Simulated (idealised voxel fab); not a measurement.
Proc. module: voxel trench capacitor
This is section cut - it's 290 nm across, gridded in 5 nm square cells.
In what follows, cross-sections appear as grids of square cells, described through bands that run from the top down, where every band is one or more rows of cells. Read a band's entry like this: the first values are the height of its top and the height of its bottom in nm, and what follows is the sequence of materials from left to right, each with its width in nm. Note that "empty" is empty space, and that a single material marked "all across" reaches across the band from edge to edge. Heads up on the height convention: 0 is the point under which the incoming wafer is all one material, and the lowest band has no bottom, it just keeps going down, like "0..down". The two numbers in a width such as "30..40" mark its ends across the band: the first belongs to the top row of cells, the second to the bottom row, and from each row to the next the width moves by the same amount. Basically "nothing was modified" means that step didn't change any cell in the cross-section. Empty spaces without an open route to the top, at least 8 cells in extent, make up the entry "Fully sealed voids"; each is given as width x height at distance, where the distance is measured from the left edge, and all are in nm. Step line, after settings: the simulator's comment on this step. overlay nm: mask offset rightward from planned place, masked step; negative means leftward offset.

## The process steps that were planned are listed below
1: RECEIVE | material Si
2: CONFORMAL_DEP | material SiN | thk nm 10
3: PATTERN | tone open | mask id TRENCH | material resist | width nm 15 | pitch nm 35 | thk nm 15 | overlay nm 0
4: DIRECTIONAL_ETCH | etch materials SiN | depth nm 10
5: DIRECTIONAL_ETCH | etch materials Si | depth nm 25
6: STRIP | etch materials resist
7: CONFORMAL_DEP | material Al2O3 | thk nm 5
8: FILL_DEP | material polySi | thk nm 10
9: CMP | height nm 10

## Here's what the wafer looked like in cross-section when it arrived - that's after step 1
- 0..down = Si all across
- Fully sealed voids: none

## Sectioned view, first of two wafers, at the close of the module, processed as intended in the plan
- 10..0 = SiN 100  Al2O3 5  polySi 5  Al2O3 5  SiN 20  Al2O3 5  polySi 5  Al2O3 5  SiN 20  Al2O3 5  polySi 5  Al2O3 5  SiN 105
- 0..-20 = Si 100  Al2O3 5  polySi 5  Al2O3 5  Si 20  Al2O3 5  polySi 5  Al2O3 5  Si 20  Al2O3 5  polySi 5  Al2O3 5  Si 105
- -20..-25 = Si 100  Al2O3 15  Si 20  Al2O3 15  Si 20  Al2O3 15  Si 105
- -25..down = Si all across
- Fully sealed voids: none

## Cross-section, wafer two of two, end of module: same start and plan as wafer one, one error in execution
- 10..0 = SiN 100  Al2O3 5  polySi 10  Al2O3 5  SiN 15  Al2O3 5  polySi 10  Al2O3 5  SiN 15  Al2O3 5  polySi 10  Al2O3 5  SiN 100
- 0..-20 = Si 100  Al2O3 5  polySi 10  Al2O3 5  Si 15  Al2O3 5  polySi 10  Al2O3 5  Si 15  Al2O3 5  polySi 10  Al2O3 5  Si 100
- -20..-25 = Si 100  Al2O3 20  Si 15  Al2O3 20  Si 15  Al2O3 20  Si 100
- -25..down = Si all across
- Fully sealed voids: none
The mistake made against the process plan was this: not per plan at step 3, really ran PATTERN | tone open | mask id TRENCH | material resist | width nm 20 | pitch nm 35 | thk nm 15 | overlay nm 0
Per the end-of-run cell counts, the second wafer holds more or fewer of some materials than the first: 3 more of Al2O3 | 15 fewer of Si | 6 fewer of SiN | 18 more of polySi
